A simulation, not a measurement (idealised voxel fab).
Process module, titled voxel lift off
Pictured: cross-section cut, 300 nm wide, on a grid of 5 nm square cells.
Heads up, the way a cross-section reads in here is a grid of square cells, handed over as bands from the top down, with every band being one or more rows of cells. Heights first: top, then bottom, in nm. Then materials, left to right, each with a width in nm. "everywhere" on a single material: fills the band edge to edge. "empty": empty space. Measure heights from 0. That's the level where, below it, the as-received wafer is all one material. The lowest band is bottomless and extends downward; write it as in "z 0 and below". A two-number width, for instance "30->40", indicates that the width is equal to the first number in the top row of the band and to the second number in the bottom row, and that it changes by a constant amount per row of cells. For the purposes of this document, the phrase "nothing changed" attached to a step denotes that no cell within the cross-section was modified by that step. The entry "Encapsulated voids" lists the empty spaces that cover at least 8 cells and have no open path to the top. Each is written as width x height at distance, where the distance is measured from the left edge and all three values are in nm. On each step's line, the part that comes after the settings is the simulator's own comment on the step. overlay nm: mask right of planned place by this much (step with mask). Neg. = left.
[Listed below are the process steps as planned]
1: RECEIVE with material Si
2: CONFORMAL_DEP with material SiN, thk nm 10
3: PATTERN with tone open, mask id LINES, material resist, width nm 30, pitch nm 60, thk nm 15, overlay nm 0
4: DIRECTIONAL_DEP with material Ru, thk nm 5
5: STRIP with etch materials resist
6: CONFORMAL_DEP with material SiN, thk nm 5
[Wafer at receipt (post step 1), cross-section]
  z 0 and below: Si everywhere
  Encapsulated voids: none
[a wafer at the end: this start, this plan, one mistake]
  z 15 to 0: SiN everywhere
  z 0 and below: Si everywhere
  Encapsulated voids: none
What was the processing mistake? step 4 of the plan got skipped, so it never ran
